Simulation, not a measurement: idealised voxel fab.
process module | voxel self aligned vias
cross-section cut | 175 nm wide | cells 5 nm
A cross-section is a grid of square cells, given in bands from the top down. A band is one or more rows of cells.
Each band's line starts with the height of the band's top and of its bottom, in nm. Then come its materials from left to right, each with its width in nm. One material with "throughout" fills the band from edge to edge. "air" is empty space.
Height 0 is the level under which the wafer as received is all one material. The lowest band goes on downwards, as in "0 down".
A width such as "30 to 40" changes by the same amount from each row of cells to the next, from the band's top row to its bottom row.
"no change" after a step means that no cell of the cross-section changed.
closed voids: empty space of 8 cells or more with no open way to the top, each as width x height at its distance from the left edge, in nm
after a step's settings: what the simulator itself notes on the step
overlay nm, on a step with a mask: how far to the right of its planned place the mask lay; to the left if negative
plan
1 op RECEIVE | material Si
2 op CONFORMAL_DEP | material SiO2 | thk nm 10
3 op CONFORMAL_DEP | material SiCN | thk nm 5
4 op DIRECTIONAL_DEP | material SiO2 | thk nm 25
5 op PATTERN | tone open | mask id LINES | material resist | width nm 30 | pitch nm 65 | thk nm 20 | overlay nm 0
6 op DIRECTIONAL_ETCH | etch materials SiO2 | depth nm 25
7 op STRIP | etch materials resist
8 op CONFORMAL_DEP | material TiN | thk nm 5
9 op FILL_DEP | material W | thk nm 10
10 op CMP | height nm 40
11 op SELECTIVE_ETCH | etch materials W Ru TiN | depth nm 10
12 op FILL_DEP | material SiN | thk nm 10
13 op CMP | height nm 40
14 op DIRECTIONAL_DEP | material SiO2 | thk nm 15
15 op DIRECTIONAL_DEP | material aC | thk nm 10
16 op PATTERN | tone open | mask id VIAS | material resist | width nm 50 | thk nm 25 | overlay nm 0
17 op DIRECTIONAL_ETCH | etch materials aC | depth nm 10
18 op STRIP | etch materials resist
19 op DIRECTIONAL_ETCH | etch materials SiO2 | depth nm 15
20 op DIRECTIONAL_ETCH | etch materials SiN | depth nm 10
21 op STRIP | etch materials aC
22 op CONFORMAL_DEP | material TiN | thk nm 5
23 op FILL_DEP | material Ru | thk nm 10
24 op CMP | height nm 55
25 op CONFORMAL_DEP | material SiN | thk nm 5
as received, after step 1
  0 down: Si throughout
  closed voids: none
first wafer at the end, as planned
  60 to 55: SiN throughout
  55 to 45: SiO2 30 | TiN 5 | Ru 40 | TiN 5 | SiO2 95
  45 to 40: SiO2 30 | TiN 15 | Ru 20 | TiN 15 | SiO2 95
  40 to 35: SiO2 40 | TiN 5 | Ru 20 | TiN 5 | SiO2 35 | SiN 30 | SiO2 40
  35 to 30: SiO2 40 | TiN 30 | SiO2 35 | SiN 30 | SiO2 40
  30 to 20: SiO2 40 | TiN 5 | W 20 | TiN 5 | SiO2 35 | TiN 5 | W 20 | TiN 5 | SiO2 40
  20 to 15: SiO2 40 | TiN 30 | SiO2 35 | TiN 30 | SiO2 40
  15 to 10: SiCN throughout
  10 to 0: SiO2 throughout
  0 down: Si throughout
  closed voids: none
second wafer at the end: like start, like plan, one mistake
  60 to 55: SiN throughout
  55 to 45: SiO2 30 | TiN 5 | Ru 40 | TiN 5 | SiO2 95
  45 to 40: SiO2 30 | TiN 50 | SiO2 95
  40 to 30: SiN 30 | TiN 15 | W 20 | TiN 15 | SiN 25 | TiN 5 | W 20 | TiN 5 | SiN 40
  30 to 20: SiO2 40 | TiN 5 | W 20 | TiN 5 | SiO2 35 | TiN 5 | W 20 | TiN 5 | SiO2 40
  20 to 15: SiO2 40 | TiN 30 | SiO2 35 | TiN 30 | SiO2 40
  15 to 10: SiCN throughout
  10 to 0: SiO2 throughout
  0 down: Si throughout
  closed voids: none
what went wrong: step 11 ran as: op SELECTIVE_ETCH | etch materials SiO2 | depth nm 10
at the end the second wafer has, in cells: 8 fewer of Ru | 26 more of SiN | 46 fewer of SiO2 | 12 more of TiN | 16 more of W
